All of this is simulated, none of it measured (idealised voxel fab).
Process module name: voxel capacitor over wiring
Square cells of 5 nm make up the cross-section cut, whose width is 150 nm.
We lay out every cross-section as a grid of square cells and spell it out in bands from the top down, where one band means one or more rows of cells.
A band entry consists of two parts. The first gives the height of the band's top and the height of its bottom, in nm. The rest lists the band's materials from left to right, each with its width in nm. A single material labelled with the word "edge to edge" fills the band from edge to edge, and the word "air" marks empty space.
Zero point of the height axis is 0; under it, received wafer = one material. Lowest band: continues down indefinitely, "z 0 and below".
A width given as "30->40" starts at the first number in the band's top row and ends at the second number in its bottom row, shifting by an equal amount at every step from row to row.
Any step labelled "no change" changed none of the cells in the cross-section.
In the "Fully sealed voids" entry, you get each enclosed empty space of 8 cells or more, one with no open way to the top, written width x height at distance, distance from the left edge, in nm.
Heads up: the bit after the settings on a step's line is the simulator's remark on that step.
What "overlay nm" on a step's line means: if the step has a mask, that mask lay this far to the right of its planned place, or, when the value is negative, to the left.

## Process steps (planned)
1. RECEIVE,material Si
2. CONFORMAL_DEP,material SiO2,thk nm 10
3. DIRECTIONAL_DEP,material TiN,thk nm 5
4. DIRECTIONAL_DEP,material W,thk nm 15
5. MASKED_ETCH,tone cover,mask id METAL_1,width nm 30,pitch nm 90,etch materials W,depth nm 15,overlay nm 0
6. MASKED_ETCH,tone cover,mask id METAL_1,width nm 30,pitch nm 90,etch materials TiN,depth nm 5,overlay nm 0
7. CONFORMAL_DEP,material SiCN,thk nm 5
8. FILL_DEP,material lowk,thk nm 5
9. CMP,height nm 30
10. CONFORMAL_DEP,material SiCN,thk nm 5
11. DIRECTIONAL_DEP,material lowk,thk nm 15
12. MASKED_ETCH,tone open,mask id PLUG_1,width nm 15,etch materials lowk,depth nm 15,overlay nm 0
13. MASKED_ETCH,tone open,mask id PLUG_1,width nm 15,etch materials SiCN,depth nm 5,overlay nm 0
14. EPI,material Ru,thk nm 10
15. EPI,material Ru,thk nm 10
16. DIRECTIONAL_DEP,material TiN,thk nm 10
17. DIRECTIONAL_DEP,material SiN,thk nm 5
18. DIRECTIONAL_DEP,material TiN,thk nm 10
19. DIRECTIONAL_DEP,material aC,thk nm 15
20. PATTERN,tone cover,mask id UPPER_PLATE,material resist,width nm 65,thk nm 35,overlay nm 0
21. DIRECTIONAL_ETCH,etch materials aC,depth nm 15
22. STRIP,etch materials resist
23. DIRECTIONAL_ETCH,etch materials TiN,depth nm 10
24. DIRECTIONAL_ETCH,etch materials SiN,depth nm 5
25. STRIP,etch materials aC
26. DIRECTIONAL_DEP,material aC,thk nm 15
27. PATTERN,tone cover,mask id LOWER_PLATE,material resist,width nm 75,thk nm 35,overlay nm 0
28. DIRECTIONAL_ETCH,etch materials aC,depth nm 15
29. STRIP,etch materials resist
30. DIRECTIONAL_ETCH,etch materials TiN,depth nm 10
31. STRIP,etch materials aC
32. FILL_DEP,material SiO2,thk nm 15
33. CMP,height nm 85
34. PATTERN,tone open,mask id PLUG_2,material resist,width nm 15,thk nm 20,overlay nm 0
35. DIRECTIONAL_ETCH,etch materials SiO2,depth nm 10
36. STRIP,etch materials resist
37. CONFORMAL_DEP,material TiN,thk nm 5
38. FILL_DEP,material Cu,thk nm 10
39. CMP,height nm 85
40. CONFORMAL_DEP,material SiCN,thk nm 5

## Cross-section of the incoming wafer, state after step 1
- z 0 and below  Si edge to edge
- Fully sealed voids: none

## first wafer at the end, as planned
- z 90 to 85  SiCN edge to edge
- z 85 to 80  SiO2 (40), then TiN (5), then Cu (5), then TiN (5), then SiO2 (95)
- z 80 to 75  SiO2 (40), then TiN (15), then SiO2 (95)
- z 75 to 65  SiO2 (30), then TiN (65), then SiO2 (55)
- z 65 to 60  SiO2 (30), then SiN (65), then SiO2 (55)
- z 60 to 50  SiO2 (25), then TiN (75), then SiO2 (50)
- z 50 to 35  lowk (30), then Ru (15), then lowk (105)
- z 35 to 30  SiCN (30), then Ru (15), then SiCN (105)
- z 30 to 15  lowk (10), then SiCN (5), then W (30), then SiCN (5), then lowk (50), then SiCN (5), then W (30), then SiCN (5), then lowk (10)
- z 15 to 10  SiCN (15), then TiN (30), then SiCN (60), then TiN (30), then SiCN (15)
- z 10 to 0  SiO2 edge to edge
- z 0 and below  Si edge to edge
- Fully sealed voids: none

## Cross-sectional view of the second of two wafers upon completion of the module. This wafer shared its starting condition and process plan with the first; one error was made during its execution
- z 90 to 85  SiCN edge to edge
- z 85 to 80  Cu (35), then TiN (5), then SiO2 (15), then TiN (5), then Cu (90)
- z 80 to 75  TiN (40), then SiO2 (15), then TiN (95)
- z 75 to 65  SiO2 (30), then TiN (65), then SiO2 (55)
- z 65 to 60  SiO2 (30), then SiN (65), then SiO2 (55)
- z 60 to 50  SiO2 (25), then TiN (75), then SiO2 (50)
- z 50 to 35  lowk (30), then Ru (15), then lowk (105)
- z 35 to 30  SiCN (30), then Ru (15), then SiCN (105)
- z 30 to 15  lowk (10), then SiCN (5), then W (30), then SiCN (5), then lowk (50), then SiCN (5), then W (30), then SiCN (5), then lowk (10)
- z 15 to 10  SiCN (15), then TiN (30), then SiCN (60), then TiN (30), then SiCN (15)
- z 10 to 0  SiO2 edge to edge
- z 0 and below  Si edge to edge
- Fully sealed voids: none
Diagnosis: for step 34, the planned setting was not used; the step was instead run as PATTERN,tone cover,mask id PLUG_2,material resist,width nm 15,thk nm 20,overlay nm 0
At the finish, the second wafer shows more or fewer cells for some materials than the first does: 24 more of Cu | 48 fewer of SiO2 | 24 more of TiN
